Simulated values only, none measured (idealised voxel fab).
Documented hereafter: the process module known as voxel wiring stack.
Displayed cross-section: cut, width of 265 nm, square cells sized 5 nm.
We lay out every cross-section as a grid of square cells and spell it out in bands from the top down, where one band means one or more rows of cells. This entry defines a band. It first specifies the height of the band's top and the height of its bottom in nm, and then specifies the band's materials from left to right, stating each material with its width in nm. The word "all across" identifies a single material that fills the band from edge to edge, while the word "empty" identifies empty space. Heights are reckoned from 0. Under this level, the received wafer is all of one material. The bottommost band is open-ended downward, for example "z 0 and below". It should be noted that a width expressed as "30..40" varies in equal increments from row to row of cells within the band, taking the value of the first number at the top row and that of the second number at the bottom row. Given "all unchanged" for a step, no cell of the cross-section differs between before and after that step. Closed cavity list: empty space of 8 cells or more with no open way to the top, each as width x height at its distance from the left edge, in nm. If you see something after the settings on a step's line, that's the simulator's own remark about that step. "overlay nm" answers the question of how far to the right of plan the mask lay on a step that has a mask, and when it is negative the answer is to the left.
Listed below are the process steps as planned:
| 1 | RECEIVE (material Si) |
| 2 | CONFORMAL_DEP (material SiO2; thk nm 10) |
| 3 | CONFORMAL_DEP (material SiCN; thk nm 5) |
| 4 | DIRECTIONAL_DEP (material SiO2; thk nm 20) |
| 5 | DIRECTIONAL_DEP (material aC; thk nm 15) |
| 6 | PATTERN (tone open; mask id METAL_1; material resist; width nm 30; pitch nm 60; thk nm 35; overlay nm 0) |
| 7 | DIRECTIONAL_ETCH (etch materials aC; depth nm 15) |
| 8 | STRIP (etch materials resist) |
| 9 | DIRECTIONAL_ETCH (etch materials SiO2; depth nm 20) |
| 10 | DIRECTIONAL_ETCH (etch materials SiCN; depth nm 5) |
| 11 | STRIP (etch materials aC) |
| 12 | CONFORMAL_DEP (material TiN; thk nm 5) |
| 13 | FILL_DEP (material W; thk nm 5) |
| 14 | CMP (height nm 35) |
| 15 | EPI (material Ru; thk nm 5) |
| 16 | FILL_DEP (material SiCN; thk nm 5) |
| 17 | DIRECTIONAL_DEP (material SiO2; thk nm 10) |
| 18 | PATTERN (tone open; mask id PLUG_1; material resist; width nm 15; pitch nm 60; thk nm 15; overlay nm 0) |
| 19 | DIRECTIONAL_ETCH (etch materials SiO2; depth nm 10) |
| 20 | DIRECTIONAL_ETCH (etch materials SiCN; depth nm 5) |
| 21 | STRIP (etch materials resist) |
| 22 | EPI (material Ru; thk nm 10) |
| 23 | EPI (material Ru; thk nm 5) |
| 24 | DIRECTIONAL_DEP (material TiN; thk nm 5) |
| 25 | DIRECTIONAL_DEP (material W; thk nm 15) |
| 26 | DIRECTIONAL_DEP (material aC; thk nm 15) |
| 27 | PATTERN (tone cover; mask id METAL_2; material resist; width nm 30; pitch nm 60; thk nm 30; overlay nm 0) |
| 28 | DIRECTIONAL_ETCH (etch materials aC; depth nm 15) |
| 29 | STRIP (etch materials resist) |
| 30 | DIRECTIONAL_ETCH (etch materials W; depth nm 15) |
| 31 | DIRECTIONAL_ETCH (etch materials TiN; depth nm 5) |
| 32 | STRIP (etch materials aC) |
| 33 | CONFORMAL_DEP (material SiN; thk nm 5) |
| 34 | FILL_DEP (material lowk; thk nm 5) |
| 35 | CMP (height nm 75) |
| 36 | CONFORMAL_DEP (material SiCN; thk nm 5) |
Cross-section of the wafer as it came to us, i.e., already through step 1:
- z 0 and below  Si all across
- Closed cavity list: none
As-planned run: cross-section of the first of two wafers at end of module:
- z 80 to 75  SiCN all across
- z 75 to 60  50 nm lowk; 5 nm SiN; 30 nm W; 5 nm SiN; 20 nm lowk; 5 nm SiN; 30 nm W; 5 nm SiN; 20 nm lowk; 5 nm SiN; 30 nm W; 5 nm SiN; 55 nm lowk
- z 60 to 55  55 nm SiN; 30 nm TiN; 30 nm SiN; 30 nm TiN; 30 nm SiN; 30 nm TiN; 60 nm SiN
- z 55 to 45  55 nm SiO2; 15 nm Ru; 45 nm SiO2; 15 nm Ru; 45 nm SiO2; 15 nm Ru; 75 nm SiO2
- z 45 to 35  55..50 nm SiCN; 15..40 nm Ru; 45..20 nm SiCN; 15..40 nm Ru; 45..20 nm SiCN; 15..40 nm Ru; 75..55 nm SiCN
- z 35 to 15  55 nm SiO2; 5 nm TiN; 20 nm W; 5 nm TiN; 30 nm SiO2; 5 nm TiN; 20 nm W; 5 nm TiN; 30 nm SiO2; 5 nm TiN; 20 nm W; 5 nm TiN; 60 nm SiO2
- z 15 to 10  55 nm SiCN; 30 nm TiN; 30 nm SiCN; 30 nm TiN; 30 nm SiCN; 30 nm TiN; 60 nm SiCN
- z 10 to 0  SiO2 all across
- z 0 and below  Si all across
- Closed cavity list: none
Wafer two (of two), end-of-module cross-section: start = wafer one, plan = wafer one, one run mistake:
- z 80 to 75  SiCN all across
- z 75 to 60  50 nm lowk; 5 nm SiN; 30 nm W; 5 nm SiN; 20 nm lowk; 5 nm SiN; 30 nm W; 5 nm SiN; 20 nm lowk; 5 nm SiN; 30 nm W; 5 nm SiN; 55 nm lowk
- z 60 to 55  55 nm SiN; 30 nm TiN; 30 nm SiN; 30 nm TiN; 30 nm SiN; 30 nm TiN; 60 nm SiN
- z 55 to 45  55 nm SiO2; 15 nm Ru; 45 nm SiO2; 15 nm Ru; 45 nm SiO2; 15 nm Ru; 75 nm SiO2
- z 45 to 40  55 nm SiCN; 15 nm Ru; 45 nm SiCN; 15 nm Ru; 45 nm SiCN; 15 nm Ru; 75 nm SiCN
- z 40 to 35  60 nm Ru; 20 nm SiCN; 40 nm Ru; 20 nm SiCN; 40 nm Ru; 20 nm SiCN; 65 nm Ru
- z 35 to 15  50 nm W; 5 nm TiN; 30 nm SiO2; 5 nm TiN; 20 nm W; 5 nm TiN; 30 nm SiO2; 5 nm TiN; 20 nm W; 5 nm TiN; 30 nm SiO2; 5 nm TiN; 55 nm W
- z 15 to 10  55 nm TiN; 30 nm SiCN; 30 nm TiN; 30 nm SiCN; 30 nm TiN; 30 nm SiCN; 60 nm TiN
- z 10 to 0  SiO2 all across
- z 0 and below  Si all across
- Closed cavity list: none
Against the plan, the run slipped here: step 6 did not happen as planned, as run it was PATTERN (tone cover; mask id METAL_1; material resist; width nm 30; pitch nm 60; thk nm 35; overlay nm 0)
FYI, end of process, the second wafer has more or fewer cells of some materials than the first: 17 more of Ru, 34 fewer of SiCN, 68 fewer of SiO2, 17 more of TiN, 68 more of W
